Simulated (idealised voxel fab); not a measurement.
voxel lift off: a process module
The figure presents cross-section cut, which has a width of 190 nm and is divided into square cells with an edge length of 5 nm.
A cross-section is written here as square cells arranged in a grid, and it is given in bands from the top down, each band taking up one or more rows of cells. First you get the band's top height and its bottom height, in nm, and then the materials it's made of, left to right, with each width in nm. If you see a single material with "full width", that one covers the band edge to edge. "blank" is empty space. Height datum 0, below which the as-received substrate wafer is one material. Lowest band open at the bottom, running downward: "0 down". Width: "30..40" (first number = top row, second number = bottom row, same change from row to row of cells). "no modification" means the step left every cell of the cross-section as it was. You'll see "Closed void listing" listing empty spaces that have no way open to the top, as long as they're 8 cells or more; the notation is width x height at distance, where the distance is from the left edge, and all of it is in nm. Step line, after settings: the simulator's comment on this step. For masked steps, "overlay nm" on the step line gives how far right of plan the mask actually lay; a minus sign means it lay to the left.

Below is the list of planned process steps:
1. RECEIVE,material Si
2. CONFORMAL_DEP,material SiN,thk nm 15
3. PATTERN,tone open,mask id LINES,material resist,width nm 30,pitch nm 50,thk nm 30,overlay nm -15
4. DIRECTIONAL_DEP,material Ru,thk nm 15
5. STRIP,etch materials resist
6. CONFORMAL_DEP,material SiO2,thk nm 5
The wafers in this document start out alike and differ in the overlay nm applied at step 3; the plan shows the value used for the first wafer.

As-received state after step 1, first of several wafers, cross-section:
> 0 down: Si full width
> Closed void listing: none

For your reference, the table is organized with a row per wafer; each row reflects the wafer at the end of the module, indicating for each material the cells gained (+) or lost (-) since receipt, and thereafter its closed voids:
overlay nm -15, +54 Ru, +114 SiN, +56 SiO2, Closed void listing: none
overlay nm -10, +54 Ru, +114 SiN, +56 SiO2, Closed void listing: none
overlay nm -5, +54 Ru, +114 SiN, +56 SiO2, Closed void listing: none
overlay nm 0, +54 Ru, +114 SiN, +56 SiO2, Closed void listing: none
overlay nm 5, +54 Ru, +114 SiN, +56 SiO2, Closed void listing: none
overlay nm 10, +54 Ru, +114 SiN, +56 SiO2, Closed void listing: none
overlay nm 15, +54 Ru, +114 SiN, +56 SiO2, Closed void listing: none
